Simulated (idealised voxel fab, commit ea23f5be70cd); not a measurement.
process module | voxel self aligned contacts
cross-section cut | 170 nm wide | cells 5 nm
A cross-section is a grid of square cells, given in bands from the top down. A band is one or more rows of cells.
Each band's line starts with the height of the band's top and of its bottom, in nm. Then come its materials from left to right, each with its width in nm. One material with "throughout" fills the band from edge to edge. "air" is empty space.
Height 0 is the level under which the wafer as received is all one material. The lowest band goes on downwards, as in "0 down".
A width such as "30 to 40" changes by the same amount from each row of cells to the next, from the band's top row to its bottom row.
"no change" after a step means that no cell of the cross-section changed.
closed voids: empty space of 8 cells or more with no open way to the top, each as width x height at its distance from the left edge, in nm
after a step's settings: what the simulator itself notes on the step
overlay nm, on a step with a mask: how far to the right of its planned place the mask lay; to the left if negative
plan
1 op RECEIVE | material Si
2 op OXIDIZE | depth nm 5
3 op DIRECTIONAL_DEP | material polySi | thk nm 20
4 op DIRECTIONAL_DEP | material SiN | thk nm 15
5 op DIRECTIONAL_DEP | material aC | thk nm 10
6 op PATTERN | tone cover | mask id GATE | material resist | width nm 35 | pitch nm 65 | thk nm 25 | overlay nm 0
7 op DIRECTIONAL_ETCH | etch materials aC | depth nm 10
8 op STRIP | etch materials resist
9 op DIRECTIONAL_ETCH | etch materials SiN | depth nm 15
10 op DIRECTIONAL_ETCH | etch materials polySi | depth nm 20
11 op STRIP | etch materials aC
12 op CONFORMAL_DEP | material SiN | thk nm 5
13 op DIRECTIONAL_ETCH | etch materials SiN | depth nm 5
14 op FILL_DEP | material SiO2 | thk nm 15
15 op CMP | height nm 40
16 op DIRECTIONAL_DEP | material aC | thk nm 15
17 op PATTERN | tone open | mask id CONTACT | material resist | width nm 50 | thk nm 30 | overlay nm 0
18 op DIRECTIONAL_ETCH | etch materials aC | depth nm 15
19 op STRIP | etch materials resist
20 op DIRECTIONAL_ETCH | etch materials SiO2 | depth nm 45
21 op STRIP | etch materials aC
22 op CONFORMAL_DEP | material TiN | thk nm 5
23 op FILL_DEP | material W | thk nm 10
24 op CMP | height nm 40
25 op CONFORMAL_DEP | material SiCN | thk nm 5
as received, after step 1
  0 down: Si throughout
  closed voids: none
a wafer at the end: this start, this plan, one mistake
  45 to 40: SiCN throughout
  40 to 35: SiO2 55 | TiN 25 | W 10 | TiN 15 | SiO2 65
  35 to 20: SiO2 30 | SiN 45 | TiN 5 | W 10 | TiN 5 | SiN 45 | SiO2 30
  20 to 0: SiO2 30 | SiN 5 | polySi 35 | SiN 5 | TiN 5 | W 10 | TiN 5 | SiN 5 | polySi 35 | SiN 5 | SiO2 30
  0 to -5: SiO2 75 | TiN 20 | SiO2 75
  -5 down: Si throughout
  closed voids: none
what went wrong: step 17 ran as: op PATTERN | tone open | mask id CONTACT | material resist | width nm 50 | thk nm 30 | overlay nm -5
